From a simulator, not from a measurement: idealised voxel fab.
The name of this process module is voxel self aligned contacts.
We display cut, a cross-section 220 nm in width whose square cells are each 5 nm.
Notation: cross-section as square-cell grid; stated in bands, top first, going down; one or more cell rows per band. This entry defines a band. It first specifies the height of the band's top and the height of its bottom in nm, and then specifies the band's materials from left to right, stating each material with its width in nm. The word "throughout" identifies a single material that fills the band from edge to edge, while the word "empty" identifies empty space. The reference from which all heights are counted is 0, the level beneath which the as-received wafer is entirely one material; the lowest band, having no lower bound, proceeds downward and is written after the example "0 and below". Note: "30->40" means the width goes from the first number (top row of the band) to the second number (bottom row) in equal steps per row of cells. Where the words "no change occurred" appear for a step, the cross-section shows no cell changed by that step; every cell remained as before. "Enclosed void entries" specifies each empty space that is not open to the top and that occupies no fewer than 8 cells, using the form width x height at distance, the distance measured from the left edge and all three quantities in nm. It should be noted that, on the line of a given step, the content following the step's settings is a remark produced by the simulator itself with respect to that step. Regarding "overlay nm": on a step with a mask, it is the distance the mask lay to the right of its planned place; a negative value places it to the left. For the reader: what remains of this document is a series of pairs, each showing a cross-section before one process step and a cross-section after that step which reaches down only to the lowest band that changed, with the step between them and its settings set out under the pair. It should not be assumed that a pair continues from the pair above it; the pairs can come from different runs of this module on the same starting wafer, and such continuity exists only where the entry headed "State before" says so.
# State before
* 0 and below | Si throughout
* Enclosed void entries: none
# Step Result
* 5 down to 0 | SiO2 throughout
* Everything below 0 is unchanged.
* Enclosed void entries: none
Between the two cross-sections shown above lies CONFORMAL_DEP [material SiO2] [thk nm 5]
State before: cross-section not repeated; it is the one shown after the step in the pair just above.
# Step Result
* 35 down to 5 | polySi throughout
* Everything below 5 is unchanged.
* Enclosed void entries: none
Between the two cross-sections shown above lies DIRECTIONAL_DEP [material polySi] [thk nm 30]
State before: cross-section not repeated; it is the one shown after the step in the pair just above.
# Step Result
* 50 down to 35 | SiN throughout
* Everything below 35 is unchanged.
* Enclosed void entries: none
Between the two cross-sections shown above lies DIRECTIONAL_DEP [material SiN] [thk nm 15]
State before: cross-section not repeated; it is the one shown after the step in the pair just above.
# Step Result
* 70 down to 50 | 40 empty; 25 resist; 30 empty; 25 resist; 30 empty; 25 resist; 45 empty
* Everything below 50 is unchanged.
* Enclosed void entries: none
Between the two cross-sections shown above lies PATTERN [tone cover] [mask id GATE] [material resist] [width nm 25] [pitch nm 55] [thk nm 20] [overlay nm 0]
State before: cross-section not repeated; it is the one shown after the step in the pair just above.
# Step Result
* 70 down to 50 | 40 empty; 25 resist; 30 empty; 25 resist; 30 empty; 25 resist; 45 empty
* 50 down to 35 | 40 empty; 25 SiN; 30 empty; 25 SiN; 30 empty; 25 SiN; 45 empty
* Everything below 35 is unchanged.
* Enclosed void entries: none
Between the two cross-sections shown above lies DIRECTIONAL_ETCH [etch materials SiN] [depth nm 15]
State before: cross-section not repeated; it is the one shown after the step in the pair just above.
# Step Result
* 70 down to 50 | 40 empty; 25 resist; 30 empty; 25 resist; 30 empty; 25 resist; 45 empty
* 50 down to 35 | 40 empty; 25 SiN; 30 empty; 25 SiN; 30 empty; 25 SiN; 45 empty
* 35 down to 5 | 40 empty; 25 polySi; 30 empty; 25 polySi; 30 empty; 25 polySi; 45 empty
* Everything below 5 is unchanged.
* Enclosed void entries: none
Between the two cross-sections shown above lies DIRECTIONAL_ETCH [etch materials polySi] [depth nm 30]
State before: cross-section not repeated; it is the one shown after the step in the pair just above.
# Step Result
* 50 down to 35 | 40 empty; 25 SiN; 30 empty; 25 SiN; 30 empty; 25 SiN; 45 empty
* Everything below 35 is unchanged.
* Enclosed void entries: none
Between the two cross-sections shown above lies STRIP [etch materials resist]
State before: cross-section not repeated; it is the one shown after the step in the pair just above.
# Step Result
* 55 down to 35 | 35 empty; 35 SiN; 20 empty; 35 SiN; 20 empty; 35 SiN; 40 empty
* 35 down to 10 | 35 empty; 5 SiN; 25 polySi; 5 SiN; 20 empty; 5 SiN; 25 polySi; 5 SiN; 20 empty; 5 SiN; 25 polySi; 5 SiN; 40 empty
* 10 down to 5 | 40 SiN; 25 polySi; 30 SiN; 25 polySi; 30 SiN; 25 polySi; 45 SiN
* Everything below 5 is unchanged.
* Enclosed void entries: none
Between the two cross-sections shown above lies CONFORMAL_DEP [material SiN] [thk nm 5]
State before: cross-section not repeated; it is the one shown after the step in the pair just above.
# Step Result
* 50 down to 35 | 35 empty; 35 SiN; 20 empty; 35 SiN; 20 empty; 35 SiN; 40 empty
* 35 down to 5 | 35 empty; 5 SiN; 25 polySi; 5 SiN; 20 empty; 5 SiN; 25 polySi; 5 SiN; 20 empty; 5 SiN; 25 polySi; 5 SiN; 40 empty
* Everything below 5 is unchanged.
* Enclosed void entries: none
Between the two cross-sections shown above lies DIRECTIONAL_ETCH [etch materials SiN] [depth nm 5]
State before: cross-section not repeated; it is the one shown after the step in the pair just above.
# Step Result
* 60 down to 50 | SiO2 throughout
* 50 down to 35 | 35 SiO2; 35 SiN; 20 SiO2; 35 SiN; 20 SiO2; 35 SiN; 40 SiO2
* 35 down to 5 | 35 SiO2; 5 SiN; 25 polySi; 5 SiN; 20 SiO2; 5 SiN; 25 polySi; 5 SiN; 20 SiO2; 5 SiN; 25 polySi; 5 SiN; 40 SiO2
* Everything below 5 is unchanged.
* Enclosed void entries: none
Between the two cross-sections shown above lies FILL_DEP [material SiO2] [thk nm 10]
State before: cross-section not repeated; it is the one shown after the step in the pair just above.
# Step Result
* 55 down to 50 | SiO2 throughout
* Everything below 50 is unchanged.
* Enclosed void entries: none
Between the two cross-sections shown above lies CMP [height nm 55]
State before: cross-section not repeated; it is the one shown after the step in the pair just above.
# Step Result
* 75 down to 55 | 60 resist; 40 empty; 15 resist; 40 empty; 65 resist
* Everything below 55 is unchanged.
* Enclosed void entries: none
Between the two cross-sections shown above lies PATTERN [tone open] [mask id CONTACT] [material resist] [width nm 40] [pitch nm 55] [thk nm 20] [overlay nm 0]
State before: cross-section not repeated; it is the one shown after the step in the pair just above.
# Step Result
* 75 down to 55 | 60 resist; 40 empty; 15 resist; 40 empty; 65 resist
* 55 down to 50 | 60 SiO2; 40 empty; 15 SiO2; 40 empty; 65 SiO2
* 50 down to 35 | 35 SiO2; 35 SiN; 20 empty; 35 SiN; 20 empty; 35 SiN; 40 SiO2
* 35 down to 5 | 35 SiO2; 5 SiN; 25 polySi; 5 SiN; 20 empty; 5 SiN; 25 polySi; 5 SiN; 20 empty; 5 SiN; 25 polySi; 5 SiN; 40 SiO2
* 5 down to 0 | 70 SiO2; 20 empty; 35 SiO2; 20 empty; 75 SiO2
* Everything below 0 is unchanged.
* Enclosed void entries: none
Between the two cross-sections shown above lies DIRECTIONAL_ETCH [etch materials SiO2] [depth nm 55]
State before: cross-section not repeated; it is the one shown after the step in the pair just above.
# Step Result
* 55 down to 50 | 60 SiO2; 40 empty; 15 SiO2; 40 empty; 65 SiO2
* Everything below 50 is unchanged.
* Enclosed void entries: none
Between the two cross-sections shown above lies STRIP [etch materials resist]
State before: cross-section not repeated; it is the one shown after the step in the pair just above.
# Step Result
* 60 down to 55 | 65 TiN; 30 empty; 25 TiN; 30 empty; 70 TiN
* 55 down to 50 | 60 SiO2; 15 TiN; 10 empty; 15 TiN; 15 SiO2; 15 TiN; 10 empty; 15 TiN; 65 SiO2
* 50 down to 35 | 35 SiO2; 35 SiN; 5 TiN; 10 empty; 5 TiN; 35 SiN; 5 TiN; 10 empty; 5 TiN; 35 SiN; 40 SiO2
* 35 down to 5 | 35 SiO2; 5 SiN; 25 polySi; 5 SiN; 5 TiN; 10 empty; 5 TiN; 5 SiN; 25 polySi; 5 SiN; 5 TiN; 10 empty; 5 TiN; 5 SiN; 25 polySi; 5 SiN; 40 SiO2
* 5 down to 0 | 70 SiO2; 20 TiN; 35 SiO2; 20 TiN; 75 SiO2
* Everything below 0 is unchanged.
* Enclosed void entries: none
Between the two cross-sections shown above lies CONFORMAL_DEP [material TiN] [thk nm 5]
State before: cross-section not repeated; it is the one shown after the step in the pair just above.
# Step Result
* 65 down to 60 | W throughout
* 60 down to 55 | 65 TiN; 30 W; 25 TiN; 30 W; 70 TiN
* 55 down to 50 | 60 SiO2; 15 TiN; 10 W; 15 TiN; 15 SiO2; 15 TiN; 10 W; 15 TiN; 65 SiO2
* 50 down to 35 | 35 SiO2; 35 SiN; 5 TiN; 10 W; 5 TiN; 35 SiN; 5 TiN; 10 W; 5 TiN; 35 SiN; 40 SiO2
* 35 down to 5 | 35 SiO2; 5 SiN; 25 polySi; 5 SiN; 5 TiN; 10 W; 5 TiN; 5 SiN; 25 polySi; 5 SiN; 5 TiN; 10 W; 5 TiN; 5 SiN; 25 polySi; 5 SiN; 40 SiO2
* Everything below 5 is unchanged.
* Enclosed void entries: none
Between the two cross-sections shown above lies FILL_DEP [material W] [thk nm 5]
State before: cross-section not repeated; it is the one shown after the step in the pair just above.
# Step Result
* 55 down to 50 | 60 SiO2; 15 TiN; 10 W; 15 TiN; 15 SiO2; 15 TiN; 10 W; 15 TiN; 65 SiO2
* Everything below 50 is unchanged.
* Enclosed void entries: none
Between the two cross-sections shown above lies CMP [height nm 55]
State before: cross-section not repeated; it is the one shown after the step in the pair just above.
# Step Result
* 60 down to 55 | SiCN throughout
* Everything below 55 is unchanged.
* Enclosed void entries: none
Between the two cross-sections shown above lies CONFORMAL_DEP [material SiCN] [thk nm 5]
# State before
* 0 and below | Si throughout
* Enclosed void entries: none
# Step Result
* 30 down to 0 | polySi throughout
* Everything below 0 is unchanged.
* Enclosed void entries: none
Between the two cross-sections shown above lies DIRECTIONAL_DEP [material polySi] [thk nm 30]
State before: cross-section not repeated; it is the one shown after the step in the pair just above.
# Step Result
* 45 down to 30 | SiN throughout
* Everything below 30 is unchanged.
* Enclosed void entries: none
Between the two cross-sections shown above lies DIRECTIONAL_DEP [material SiN] [thk nm 15]
State before: cross-section not repeated; it is the one shown after the step in the pair just above.
# Step Result
* 65 down to 45 | 40 empty; 25 resist; 30 empty; 25 resist; 30 empty; 25 resist; 45 empty
* Everything below 45 is unchanged.
* Enclosed void entries: none
Between the two cross-sections shown above lies PATTERN [tone cover] [mask id GATE] [material resist] [width nm 25] [pitch nm 55] [thk nm 20] [overlay nm 0]
State before: cross-section not repeated; it is the one shown after the step in the pair just above.
# Step Result
* 65 down to 45 | 40 empty; 25 resist; 30 empty; 25 resist; 30 empty; 25 resist; 45 empty
* 45 down to 30 | 40 empty; 25 SiN; 30 empty; 25 SiN; 30 empty; 25 SiN; 45 empty
* Everything below 30 is unchanged.
* Enclosed void entries: none
Between the two cross-sections shown above lies DIRECTIONAL_ETCH [etch materials SiN] [depth nm 15]
State before: cross-section not repeated; it is the one shown after the step in the pair just above.
# Step Result
* 65 down to 45 | 40 empty; 25 resist; 30 empty; 25 resist; 30 empty; 25 resist; 45 empty
* 45 down to 30 | 40 empty; 25 SiN; 30 empty; 25 SiN; 30 empty; 25 SiN; 45 empty
* 30 down to 0 | 40 empty; 25 polySi; 30 empty; 25 polySi; 30 empty; 25 polySi; 45 empty
* Everything below 0 is unchanged.
* Enclosed void entries: none
Between the two cross-sections shown above lies DIRECTIONAL_ETCH [etch materials polySi] [depth nm 30]
State before: cross-section not repeated; it is the one shown after the step in the pair just above.
# Step Result
* 45 down to 30 | 40 empty; 25 SiN; 30 empty; 25 SiN; 30 empty; 25 SiN; 45 empty
* Everything below 30 is unchanged.
* Enclosed void entries: none
Between the two cross-sections shown above lies STRIP [etch materials resist]
State before: cross-section not repeated; it is the one shown after the step in the pair just above.
# Step Result
* 50 down to 30 | 35 empty; 35 SiN; 20 empty; 35 SiN; 20 empty; 35 SiN; 40 empty
* 30 down to 5 | 35 empty; 5 SiN; 25 polySi; 5 SiN; 20 empty; 5 SiN; 25 polySi; 5 SiN; 20 empty; 5 SiN; 25 polySi; 5 SiN; 40 empty
* 5 down to 0 | 40 SiN; 25 polySi; 30 SiN; 25 polySi; 30 SiN; 25 polySi; 45 SiN
* Everything below 0 is unchanged.
* Enclosed void entries: none
Between the two cross-sections shown above lies CONFORMAL_DEP [material SiN] [thk nm 5]
State before: cross-section not repeated; it is the one shown after the step in the pair just above.
# Step Result
* 45 down to 30 | 35 empty; 35 SiN; 20 empty; 35 SiN; 20 empty; 35 SiN; 40 empty
* 30 down to 0 | 35 empty; 5 SiN; 25 polySi; 5 SiN; 20 empty; 5 SiN; 25 polySi; 5 SiN; 20 empty; 5 SiN; 25 polySi; 5 SiN; 40 empty
* Everything below 0 is unchanged.
* Enclosed void entries: none
Between the two cross-sections shown above lies DIRECTIONAL_ETCH [etch materials SiN] [depth nm 5]
State before: cross-section not repeated; it is the one shown after the step in the pair just above.
# Step Result
* 55 down to 45 | SiO2 throughout
* 45 down to 30 | 35 SiO2; 35 SiN; 20 SiO2; 35 SiN; 20 SiO2; 35 SiN; 40 SiO2
* 30 down to 0 | 35 SiO2; 5 SiN; 25 polySi; 5 SiN; 20 SiO2; 5 SiN; 25 polySi; 5 SiN; 20 SiO2; 5 SiN; 25 polySi; 5 SiN; 40 SiO2
* Everything below 0 is unchanged.
* Enclosed void entries: none
Between the two cross-sections shown above lies FILL_DEP [material SiO2] [thk nm 10]
State before: cross-section not repeated; it is the one shown after the step in the pair just above.
# Step Result
* 75 down to 55 | 60 resist; 40 empty; 15 resist; 40 empty; 65 resist
* Everything below 55 is unchanged.
* Enclosed void entries: none
Between the two cross-sections shown above lies PATTERN [tone open] [mask id CONTACT] [material resist] [width nm 40] [pitch nm 55] [thk nm 20] [overlay nm 0]
State before: cross-section not repeated; it is the one shown after the step in the pair just above.
# Step Result
* 75 down to 55 | 60 resist; 40 empty; 15 resist; 40 empty; 65 resist
* 55 down to 45 | 60 SiO2; 40 empty; 15 SiO2; 40 empty; 65 SiO2
* 45 down to 30 | 35 SiO2; 35 SiN; 20 empty; 35 SiN; 20 empty; 35 SiN; 40 SiO2
* 30 down to 0 | 35 SiO2; 5 SiN; 25 polySi; 5 SiN; 20 empty; 5 SiN; 25 polySi; 5 SiN; 20 empty; 5 SiN; 25 polySi; 5 SiN; 40 SiO2
* Everything below 0 is unchanged.
* Enclosed void entries: none
Between the two cross-sections shown above lies DIRECTIONAL_ETCH [etch materials SiO2] [depth nm 55]
State before: cross-section not repeated; it is the one shown after the step in the pair just above.
# Step Result
* 55 down to 45 | 60 SiO2; 40 empty; 15 SiO2; 40 empty; 65 SiO2
* Everything below 45 is unchanged.
* Enclosed void entries: none
Between the two cross-sections shown above lies STRIP [etch materials resist]
State before: cross-section not repeated; it is the one shown after the step in the pair just above.
# Step Result
* 60 down to 55 | 65 TiN; 30 empty; 25 TiN; 30 empty; 70 TiN
* 55 down to 45 | 60 SiO2; 5->15 TiN; 30->10 empty; 5->15 TiN; 15 SiO2; 5->15 TiN; 30->10 empty; 5->15 TiN; 65 SiO2
* 45 down to 30 | 35 SiO2; 35 SiN; 5 TiN; 10 empty; 5 TiN; 35 SiN; 5 TiN; 10 empty; 5 TiN; 35 SiN; 40 SiO2
* 30 down to 5 | 35 SiO2; 5 SiN; 25 polySi; 5 SiN; 5 TiN; 10 empty; 5 TiN; 5 SiN; 25 polySi; 5 SiN; 5 TiN; 10 empty; 5 TiN; 5 SiN; 25 polySi; 5 SiN; 40 SiO2
* 5 down to 0 | 35 SiO2; 5 SiN; 25 polySi; 5 SiN; 20 TiN; 5 SiN; 25 polySi; 5 SiN; 20 TiN; 5 SiN; 25 polySi; 5 SiN; 40 SiO2
* Everything below 0 is unchanged.
* Enclosed void entries: none
Between the two cross-sections shown above lies CONFORMAL_DEP [material TiN] [thk nm 5]
State before: cross-section not repeated; it is the one shown after the step in the pair just above.
# Step Result
* 65 down to 60 | W throughout
* 60 down to 55 | 65 TiN; 30 W; 25 TiN; 30 W; 70 TiN
* 55 down to 45 | 60 SiO2; 5->15 TiN; 30->10 W; 5->15 TiN; 15 SiO2; 5->15 TiN; 30->10 W; 5->15 TiN; 65 SiO2
* 45 down to 30 | 35 SiO2; 35 SiN; 5 TiN; 10 W; 5 TiN; 35 SiN; 5 TiN; 10 W; 5 TiN; 35 SiN; 40 SiO2
* 30 down to 5 | 35 SiO2; 5 SiN; 25 polySi; 5 SiN; 5 TiN; 10 W; 5 TiN; 5 SiN; 25 polySi; 5 SiN; 5 TiN; 10 W; 5 TiN; 5 SiN; 25 polySi; 5 SiN; 40 SiO2
* Everything below 5 is unchanged.
* Enclosed void entries: none
Between the two cross-sections shown above lies FILL_DEP [material W] [thk nm 5]
State before: cross-section not repeated; it is the one shown after the step in the pair just above.
# Step Result
* 55 down to 45 | 60 SiO2; 5->15 TiN; 30->10 W; 5->15 TiN; 15 SiO2; 5->15 TiN; 30->10 W; 5->15 TiN; 65 SiO2
* Everything below 45 is unchanged.
* Enclosed void entries: none
Between the two cross-sections shown above lies CMP [height nm 55]
State before: cross-section not repeated; it is the one shown after the step in the pair just above.
# Step Result
* 60 down to 55 | SiCN throughout
* Everything below 55 is unchanged.
* Enclosed void entries: none
Between the two cross-sections shown above lies CONFORMAL_DEP [material SiCN] [thk nm 5]
# State before
* 35 down to 5 | polySi throughout
* 5 down to 0 | SiO2 throughout
* 0 and below | Si throughout
* Enclosed void entries: none
# Step Result
* 65 down to 5 | polySi throughout
* Everything below 5 is unchanged.
* Enclosed void entries: none
Between the two cross-sections shown above lies DIRECTIONAL_DEP [material polySi] [thk nm 30]
State before: cross-section not repeated; it is the one shown after the step in the pair just above.
# Step Result
* 80 down to 65 | SiN throughout
* Everything below 65 is unchanged.
* Enclosed void entries: none
Between the two cross-sections shown above lies DIRECTIONAL_DEP [material SiN] [thk nm 15]
State before: cross-section not repeated; it is the one shown after the step in the pair just above.
# Step Result
* 100 down to 80 | 40 empty; 25 resist; 30 empty; 25 resist; 30 empty; 25 resist; 45 empty
* Everything below 80 is unchanged.
* Enclosed void entries: none
Between the two cross-sections shown above lies PATTERN [tone cover] [mask id GATE] [material resist] [width nm 25] [pitch nm 55] [thk nm 20] [overlay nm 0]
State before: cross-section not repeated; it is the one shown after the step in the pair just above.
# Step Result
* 100 down to 80 | 40 empty; 25 resist; 30 empty; 25 resist; 30 empty; 25 resist; 45 empty
* 80 down to 65 | 40 empty; 25 SiN; 30 empty; 25 SiN; 30 empty; 25 SiN; 45 empty
* Everything below 65 is unchanged.
* Enclosed void entries: none
Between the two cross-sections shown above lies DIRECTIONAL_ETCH [etch materials SiN] [depth nm 15]
State before: cross-section not repeated; it is the one shown after the step in the pair just above.
# Step Result
* 100 down to 80 | 40 empty; 25 resist; 30 empty; 25 resist; 30 empty; 25 resist; 45 empty
* 80 down to 65 | 40 empty; 25 SiN; 30 empty; 25 SiN; 30 empty; 25 SiN; 45 empty
* 65 down to 35 | 40 empty; 25 polySi; 30 empty; 25 polySi; 30 empty; 25 polySi; 45 empty
* Everything below 35 is unchanged.
* Enclosed void entries: none
Between the two cross-sections shown above lies DIRECTIONAL_ETCH [etch materials polySi] [depth nm 30]
State before: cross-section not repeated; it is the one shown after the step in the pair just above.
# Step Result
* 80 down to 65 | 40 empty; 25 SiN; 30 empty; 25 SiN; 30 empty; 25 SiN; 45 empty
* Everything below 65 is unchanged.
* Enclosed void entries: none
Between the two cross-sections shown above lies STRIP [etch materials resist]
State before: cross-section not repeated; it is the one shown after the step in the pair just above.
# Step Result
* 85 down to 65 | 35 empty; 35 SiN; 20 empty; 35 SiN; 20 empty; 35 SiN; 40 empty
* 65 down to 40 | 35 empty; 5 SiN; 25 polySi; 5 SiN; 20 empty; 5 SiN; 25 polySi; 5 SiN; 20 empty; 5 SiN; 25 polySi; 5 SiN; 40 empty
* 40 down to 35 | 40 SiN; 25 polySi; 30 SiN; 25 polySi; 30 SiN; 25 polySi; 45 SiN
* Everything below 35 is unchanged.
* Enclosed void entries: none
Between the two cross-sections shown above lies CONFORMAL_DEP [material SiN] [thk nm 5]
State before: cross-section not repeated; it is the one shown after the step in the pair just above.
# Step Result
* 80 down to 65 | 35 empty; 35 SiN; 20 empty; 35 SiN; 20 empty; 35 SiN; 40 empty
* 65 down to 35 | 35 empty; 5 SiN; 25 polySi; 5 SiN; 20 empty; 5 SiN; 25 polySi; 5 SiN; 20 empty; 5 SiN; 25 polySi; 5 SiN; 40 empty
* Everything below 35 is unchanged.
* Enclosed void entries: none
Between the two cross-sections shown above lies DIRECTIONAL_ETCH [etch materials SiN] [depth nm 5]
State before: cross-section not repeated; it is the one shown after the step in the pair just above.
# Step Result
* 90 down to 80 | SiO2 throughout
* 80 down to 65 | 35 SiO2; 35 SiN; 20 SiO2; 35 SiN; 20 SiO2; 35 SiN; 40 SiO2
* 65 down to 35 | 35 SiO2; 5 SiN; 25 polySi; 5 SiN; 20 SiO2; 5 SiN; 25 polySi; 5 SiN; 20 SiO2; 5 SiN; 25 polySi; 5 SiN; 40 SiO2
* Everything below 35 is unchanged.
* Enclosed void entries: none
Between the two cross-sections shown above lies FILL_DEP [material SiO2] [thk nm 10]
State before: cross-section not repeated; it is the one shown after the step in the pair just above.
# Step Result
* 55 down to 35 | 35 SiO2; 5 SiN; 25 polySi; 5 SiN; 20 SiO2; 5 SiN; 25 polySi; 5 SiN; 20 SiO2; 5 SiN; 25 polySi; 5 SiN; 40 SiO2
* Everything below 35 is unchanged.
* Enclosed void entries: none
Between the two cross-sections shown above lies CMP [height nm 55]
State before: cross-section not repeated; it is the one shown after the step in the pair just above.
# Step Result
* 75 down to 55 | 60 resist; 40 empty; 15 resist; 40 empty; 65 resist
* Everything below 55 is unchanged.
* Enclosed void entries: none
Between the two cross-sections shown above lies PATTERN [tone open] [mask id CONTACT] [material resist] [width nm 40] [pitch nm 55] [thk nm 20] [overlay nm 0]
State before: cross-section not repeated; it is the one shown after the step in the pair just above.
# Step Result
* 75 down to 55 | 60 resist; 40 empty; 15 resist; 40 empty; 65 resist
* 55 down to 35 | 35 SiO2; 5 SiN; 25 polySi; 5 SiN; 20 empty; 5 SiN; 25 polySi; 5 SiN; 20 empty; 5 SiN; 25 polySi; 5 SiN; 40 SiO2
* Everything below 35 is unchanged.
* Enclosed void entries: none
Between the two cross-sections shown above lies DIRECTIONAL_ETCH [etch materials SiO2] [depth nm 55]
State before: cross-section not repeated; it is the one shown after the step in the pair just above.
# Step Result
* 55 down to 35 | 35 SiO2; 5 SiN; 25 polySi; 5 SiN; 20 empty; 5 SiN; 25 polySi; 5 SiN; 20 empty; 5 SiN; 25 polySi; 5 SiN; 40 SiO2
* Everything below 35 is unchanged.
* Enclosed void entries: none
Between the two cross-sections shown above lies STRIP [etch materials resist]
State before: cross-section not repeated; it is the one shown after the step in the pair just above.
# Step Result
* 60 down to 55 | 75 TiN; 10 empty; 45 TiN; 10 empty; 80 TiN
* 55 down to 40 | 35 SiO2; 5 SiN; 25 polySi; 5 SiN; 5 TiN; 10 empty; 5 TiN; 5 SiN; 25 polySi; 5 SiN; 5 TiN; 10 empty; 5 TiN; 5 SiN; 25 polySi; 5 SiN; 40 SiO2
* 40 down to 35 | 35 SiO2; 5 SiN; 25 polySi; 5 SiN; 20 TiN; 5 SiN; 25 polySi; 5 SiN; 20 TiN; 5 SiN; 25 polySi; 5 SiN; 40 SiO2
* Everything below 35 is unchanged.
* Enclosed void entries: none
Between the two cross-sections shown above lies CONFORMAL_DEP [material TiN] [thk nm 5]
State before: cross-section not repeated; it is the one shown after the step in the pair just above.
# Step Result
* 65 down to 60 | W throughout
* 60 down to 55 | 75 TiN; 10 W; 45 TiN; 10 W; 80 TiN
* 55 down to 40 | 35 SiO2; 5 SiN; 25 polySi; 5 SiN; 5 TiN; 10 W; 5 TiN; 5 SiN; 25 polySi; 5 SiN; 5 TiN; 10 W; 5 TiN; 5 SiN; 25 polySi; 5 SiN; 40 SiO2
* Everything below 40 is unchanged.
* Enclosed void entries: none
Between the two cross-sections shown above lies FILL_DEP [material W] [thk nm 5]
State before: cross-section not repeated; it is the one shown after the step in the pair just above.
# Step Result
* 55 down to 40 | 35 SiO2; 5 SiN; 25 polySi; 5 SiN; 5 TiN; 10 W; 5 TiN; 5 SiN; 25 polySi; 5 SiN; 5 TiN; 10 W; 5 TiN; 5 SiN; 25 polySi; 5 SiN; 40 SiO2
* Everything below 40 is unchanged.
* Enclosed void entries: none
Between the two cross-sections shown above lies CMP [height nm 55]
State before: cross-section not repeated; it is the one shown after the step in the pair just above.
# Step Result
* 60 down to 55 | SiCN throughout
* Everything below 55 is unchanged.
* Enclosed void entries: none
Between the two cross-sections shown above lies CONFORMAL_DEP [material SiCN] [thk nm 5]
# State before
* 5 down to 0 | SiO2 throughout
* 0 and below | Si throughout
* Enclosed void entries: none
# Step Result
* 20 down to 5 | SiN throughout
* Everything below 5 is unchanged.
* Enclosed void entries: none
Between the two cross-sections shown above lies DIRECTIONAL_DEP [material SiN] [thk nm 15]
State before: cross-section not repeated; it is the one shown after the step in the pair just above.
# Step Result
* 50 down to 20 | polySi throughout
* Everything below 20 is unchanged.
* Enclosed void entries: none
Between the two cross-sections shown above lies DIRECTIONAL_DEP [material polySi] [thk nm 30]
State before: cross-section not repeated; it is the one shown after the step in the pair just above.
# Step Result
* 70 down to 50 | 40 empty; 25 resist; 30 empty; 25 resist; 30 empty; 25 resist; 45 empty
* Everything below 50 is unchanged.
* Enclosed void entries: none
Between the two cross-sections shown above lies PATTERN [tone cover] [mask id GATE] [material resist] [width nm 25] [pitch nm 55] [thk nm 20] [overlay nm 0]
State before: cross-section not repeated; it is the one shown after the step in the pair just above.
# Step Result
* 70 down to 50 | 40 empty; 25 resist; 30 empty; 25 resist; 30 empty; 25 resist; 45 empty
* 50 down to 20 | 40 empty; 25 polySi; 30 empty; 25 polySi; 30 empty; 25 polySi; 45 empty
* Everything below 20 is unchanged.
* Enclosed void entries: none
Between the two cross-sections shown above lies DIRECTIONAL_ETCH [etch materials polySi] [depth nm 30]
State before: cross-section not repeated; it is the one shown after the step in the pair just above.
# Step Result
* 50 down to 20 | 40 empty; 25 polySi; 30 empty; 25 polySi; 30 empty; 25 polySi; 45 empty
* Everything below 20 is unchanged.
* Enclosed void entries: none
Between the two cross-sections shown above lies STRIP [etch materials resist]
State before: cross-section not repeated; it is the one shown after the step in the pair just above.
# Step Result
* 55 down to 50 | 35 empty; 35 SiN; 20 empty; 35 SiN; 20 empty; 35 SiN; 40 empty
* 50 down to 25 | 35 empty; 5 SiN; 25 polySi; 5 SiN; 20 empty; 5 SiN; 25 polySi; 5 SiN; 20 empty; 5 SiN; 25 polySi; 5 SiN; 40 empty
* 25 down to 20 | 40 SiN; 25 polySi; 30 SiN; 25 polySi; 30 SiN; 25 polySi; 45 SiN
* Everything below 20 is unchanged.
* Enclosed void entries: none
Between the two cross-sections shown above lies CONFORMAL_DEP [material SiN] [thk nm 5]
State before: cross-section not repeated; it is the one shown after the step in the pair just above.
# Step Result
* 50 down to 20 | 35 empty; 5 SiN; 25 polySi; 5 SiN; 20 empty; 5 SiN; 25 polySi; 5 SiN; 20 empty; 5 SiN; 25 polySi; 5 SiN; 40 empty
* Everything below 20 is unchanged.
* Enclosed void entries: none
Between the two cross-sections shown above lies DIRECTIONAL_ETCH [etch materials SiN] [depth nm 5]
State before: cross-section not repeated; it is the one shown after the step in the pair just above.
# Step Result
* 60 down to 50 | SiO2 throughout
* 50 down to 20 | 35 SiO2; 5 SiN; 25 polySi; 5 SiN; 20 SiO2; 5 SiN; 25 polySi; 5 SiN; 20 SiO2; 5 SiN; 25 polySi; 5 SiN; 40 SiO2
* Everything below 20 is unchanged.
* Enclosed void entries: none
Between the two cross-sections shown above lies FILL_DEP [material SiO2] [thk nm 10]
State before: cross-section not repeated; it is the one shown after the step in the pair just above.
# Step Result
* 55 down to 50 | SiO2 throughout
* Everything below 50 is unchanged.
* Enclosed void entries: none
Between the two cross-sections shown above lies CMP [height nm 55]
State before: cross-section not repeated; it is the one shown after the step in the pair just above.
# Step Result
* 75 down to 55 | 60 resist; 40 empty; 15 resist; 40 empty; 65 resist
* Everything below 55 is unchanged.
* Enclosed void entries: none
Between the two cross-sections shown above lies PATTERN [tone open] [mask id CONTACT] [material resist] [width nm 40] [pitch nm 55] [thk nm 20] [overlay nm 0]
State before: cross-section not repeated; it is the one shown after the step in the pair just above.
# Step Result
* 75 down to 55 | 60 resist; 40 empty; 15 resist; 40 empty; 65 resist
* 55 down to 50 | 60 SiO2; 40 empty; 15 SiO2; 40 empty; 65 SiO2
* 50 down to 20 | 35 SiO2; 5 SiN; 25 polySi; 5 SiN; 20 empty; 5 SiN; 25 polySi; 5 SiN; 20 empty; 5 SiN; 25 polySi; 5 SiN; 40 SiO2
* Everything below 20 is unchanged.
* Enclosed void entries: none
Between the two cross-sections shown above lies DIRECTIONAL_ETCH [etch materials SiO2] [depth nm 55]
State before: cross-section not repeated; it is the one shown after the step in the pair just above.
# Step Result
* 55 down to 50 | 60 SiO2; 40 empty; 15 SiO2; 40 empty; 65 SiO2
* Everything below 50 is unchanged.
* Enclosed void entries: none
Between the two cross-sections shown above lies STRIP [etch materials resist]
State before: cross-section not repeated; it is the one shown after the step in the pair just above.
# Step Result
* 60 down to 55 | 65 TiN; 30 empty; 25 TiN; 30 empty; 70 TiN
* 55 down to 50 | 60 SiO2; 15 TiN; 10 empty; 15 TiN; 15 SiO2; 15 TiN; 10 empty; 15 TiN; 65 SiO2
* 50 down to 25 | 35 SiO2; 5 SiN; 25 polySi; 5 SiN; 5 TiN; 10 empty; 5 TiN; 5 SiN; 25 polySi; 5 SiN; 5 TiN; 10 empty; 5 TiN; 5 SiN; 25 polySi; 5 SiN; 40 SiO2
* 25 down to 20 | 35 SiO2; 5 SiN; 25 polySi; 5 SiN; 20 TiN; 5 SiN; 25 polySi; 5 SiN; 20 TiN; 5 SiN; 25 polySi; 5 SiN; 40 SiO2
* Everything below 20 is unchanged.
* Enclosed void entries: none
Between the two cross-sections shown above lies CONFORMAL_DEP [material TiN] [thk nm 5]
